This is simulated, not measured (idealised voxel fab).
The process module presented herein is designated voxel gate over fins.
For reference, the cross-section in this document is cut, with width 250 nm and square cells of 5 nm.
Cross-section spec: square-cell grid; bands listed top down; each band is one or more rows.
Band: top height; bottom height; in nm. Then, left to right: material with width in nm, for each material. "edge to edge": a single material spanning edge to edge. "air": empty space.
Zero point of the height axis is 0; under it, received wafer = one material. Lowest band: continues down indefinitely, "0 down".
So if you see something like "30..40" for the width, read it as the top row of the band sitting at the first number and the bottom row at the second, with every row in between moving by the same amount as the last.
"remains unaltered" after a step means that no cell of the cross-section changed.
Entry "Listed closed voids". Content: empty spaces with no open connection to the top, size 8 cells or greater. Each: width x height at distance. Distance: from left edge. Unit: nm.
Post-settings text on a step line: simulator's own remark regarding the step.
You can add "overlay nm" to a step's line. For a step with a mask, it describes how far the mask lay to the right of its planned position, and a negative number describes a lay to the left.
[Planned step list for the process]
1: RECEIVE,material Si
2: CONFORMAL_DEP,material SiN,thk nm 5
3: PATTERN,tone cover,mask id FINS,material resist,width nm 15,pitch nm 40,thk nm 15,overlay nm -15
4: DIRECTIONAL_ETCH,etch materials SiN,depth nm 5
5: DIRECTIONAL_ETCH,etch materials Si,depth nm 35
6: STRIP,etch materials resist
7: FILL_DEP,material SiO2,thk nm 15
8: CMP,height nm 5
9: SELECTIVE_ETCH,etch materials SiO2,depth nm 15
10: STRIP,etch materials SiN
11: CONFORMAL_DEP,material HfO2,thk nm 5
12: CONFORMAL_DEP,material TiN,thk nm 5
13: CONFORMAL_DEP,material TiAl,thk nm 5
14: CONFORMAL_DEP,material TiN,thk nm 5
15: FILL_DEP,material W,thk nm 10
16: CMP,height nm 25
17: CONFORMAL_DEP,material SiN,thk nm 10
The plan's step 3 overlay nm is the first wafer's value; the wafers differ in this setting and start identical.
[As-received cross-section, first of several wafers, post step 1]
* 0 down = Si edge to edge
* Listed closed voids: none
[Take a look at the first of several wafers in cross-section: the module is done, and step 17 was its last step]
* 35 to 25 = SiN edge to edge
* 25 to 20 = W edge to edge
* 20 to 15 = W: 20 | TiN: 175 | W: 55
* 15 to 10 = W: 20 | TiN: 5 | TiAl: 165 | TiN: 5 | W: 55
* 10 to 5 = TiN: 25 | TiAl: 5 | TiN: 35 | TiAl: 5 | TiN: 35 | TiAl: 5 | TiN: 35 | TiAl: 5 | TiN: 35 | TiAl: 5 | TiN: 60
* 5 to 0 = TiAl: 30 | TiN: 5 | HfO2: 25 | TiN: 5 | TiAl: 5 | TiN: 5 | HfO2: 25 | TiN: 5 | TiAl: 5 | TiN: 5 | HfO2: 25 | TiN: 5 | TiAl: 5 | TiN: 5 | HfO2: 25 | TiN: 5 | TiAl: 65
* 0 to -5 = TiN: 35 | HfO2: 5 | Si: 15 | HfO2: 5 | TiN: 15 | HfO2: 5 | Si: 15 | HfO2: 5 | TiN: 15 | HfO2: 5 | Si: 15 | HfO2: 5 | TiN: 15 | HfO2: 5 | Si: 15 | HfO2: 5 | TiN: 70
* -5 to -10 = HfO2: 40 | Si: 15 | HfO2: 25 | Si: 15 | HfO2: 25 | Si: 15 | HfO2: 25 | Si: 15 | HfO2: 75
* -10 to -35 = SiO2: 40 | Si: 15 | SiO2: 25 | Si: 15 | SiO2: 25 | Si: 15 | SiO2: 25 | Si: 15 | SiO2: 75
* -35 down = Si edge to edge
* Listed closed voids: none
[A cross-section through the last wafer at the close of the module]
* 35 to 25 = SiN edge to edge
* 25 to 20 = W edge to edge
* 20 to 15 = W: 50 | TiN: 175 | W: 25
* 15 to 10 = W: 50 | TiN: 5 | TiAl: 165 | TiN: 5 | W: 25
* 10 to 5 = TiN: 55 | TiAl: 5 | TiN: 35 | TiAl: 5 | TiN: 35 | TiAl: 5 | TiN: 35 | TiAl: 5 | TiN: 35 | TiAl: 5 | TiN: 30
* 5 to 0 = TiAl: 60 | TiN: 5 | HfO2: 25 | TiN: 5 | TiAl: 5 | TiN: 5 | HfO2: 25 | TiN: 5 | TiAl: 5 | TiN: 5 | HfO2: 25 | TiN: 5 | TiAl: 5 | TiN: 5 | HfO2: 25 | TiN: 5 | TiAl: 35
* 0 to -5 = TiN: 65 | HfO2: 5 | Si: 15 | HfO2: 5 | TiN: 15 | HfO2: 5 | Si: 15 | HfO2: 5 | TiN: 15 | HfO2: 5 | Si: 15 | HfO2: 5 | TiN: 15 | HfO2: 5 | Si: 15 | HfO2: 5 | TiN: 40
* -5 to -10 = HfO2: 70 | Si: 15 | HfO2: 25 | Si: 15 | HfO2: 25 | Si: 15 | HfO2: 25 | Si: 15 | HfO2: 45
* -10 to -35 = SiO2: 70 | Si: 15 | SiO2: 25 | Si: 15 | SiO2: 25 | Si: 15 | SiO2: 25 | Si: 15 | SiO2: 45
* -35 down = Si edge to edge
* Listed closed voids: none
[So in this table every wafer gets its own row, and what you see is where it stands at the end of the module: for each material, how many cells it picked up (+) or gave up (-) since we received it, and after that its closed voids]
overlay nm -15, +66 HfO2, -266 Si, +100 SiN, +190 SiO2, +60 TiAl, +120 TiN, +80 W, Listed closed voids: none
overlay nm -10, +66 HfO2, -266 Si, +100 SiN, +190 SiO2, +60 TiAl, +120 TiN, +80 W, Listed closed voids: none
overlay nm -5, +66 HfO2, -266 Si, +100 SiN, +190 SiO2, +60 TiAl, +120 TiN, +80 W, Listed closed voids: none
overlay nm 0, +66 HfO2, -266 Si, +100 SiN, +190 SiO2, +60 TiAl, +120 TiN, +80 W, Listed closed voids: none
overlay nm 5, +66 HfO2, -266 Si, +100 SiN, +190 SiO2, +60 TiAl, +120 TiN, +80 W, Listed closed voids: none
overlay nm 10, +66 HfO2, -266 Si, +100 SiN, +190 SiO2, +60 TiAl, +120 TiN, +80 W, Listed closed voids: none
overlay nm 15, +66 HfO2, -266 Si, +100 SiN, +190 SiO2, +60 TiAl, +120 TiN, +80 W, Listed closed voids: none
